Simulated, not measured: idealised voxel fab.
process module | voxel ribs on slabs
cross-section cut | 190 nm wide | cells 5 nm
A cross-section is a grid of square cells, given in bands from the top down. A band is one or more rows of cells.
Each band's line starts with the height of the band's top and of its bottom, in nm. Then come its materials from left to right, each with its width in nm. One material with "throughout" fills the band from edge to edge. "air" is empty space.
Height 0 is the level under which the wafer as received is all one material. The lowest band goes on downwards, as in "0 down".
A width such as "30 to 40" changes by the same amount from each row of cells to the next, from the band's top row to its bottom row.
"no change" after a step means that no cell of the cross-section changed.
closed voids: empty space of 8 cells or more with no open way to the top, each as width x height at its distance from the left edge, in nm
after a step's settings: what the simulator itself notes on the step
overlay nm, on a step with a mask: how far to the right of its planned place the mask lay; to the left if negative
plan
1 op RECEIVE | material Si
2 op DIRECTIONAL_DEP | material SiO2 | thk nm 20
3 op DIRECTIONAL_DEP | material polySi | thk nm 25
4 op DIRECTIONAL_DEP | material aC | thk nm 15
5 op PATTERN | tone cover | mask id RIB | material resist | width nm 30 | thk nm 35 | overlay nm 0
6 op DIRECTIONAL_ETCH | etch materials aC | depth nm 15
7 op STRIP | etch materials resist
8 op DIRECTIONAL_ETCH | etch materials polySi | depth nm 10
9 op STRIP | etch materials aC
10 op MASKED_ETCH | tone cover | mask id SLAB | width nm 90 | etch materials polySi | depth nm 15 | overlay nm 0
11 op FILL_DEP | material SiO2 | thk nm 20
12 op CMP | height nm 65
13 op DIRECTIONAL_DEP | material W | thk nm 5
14 op PATTERN | tone cover | mask id HEATER | material resist | width nm 40 | thk nm 15 | overlay nm 0
15 op DIRECTIONAL_ETCH | etch materials W | depth nm 5
16 op STRIP | etch materials resist
17 op CONFORMAL_DEP | material SiO2 | thk nm 5
varied across the wafers: thk nm of step 2. The plan shows the first wafer's value. All wafers start alike
first wafer as received, after step 1
  0 down: Si throughout
  closed voids: none
each wafer at the end: cells of each material gained (+) or lost (-) since it was received, then its closed voids
thk nm 20 | +468 SiO2 | +8 W | +66 polySi | closed voids: none
thk nm 25 | +468 SiO2 | +8 W | +66 polySi | closed voids: none
thk nm 30 | +468 SiO2 | +8 W | +66 polySi | closed voids: none
thk nm 35 | +468 SiO2 | +8 W | +66 polySi | closed voids: none
thk nm 40 | +468 SiO2 | +8 W | +66 polySi | closed voids: none
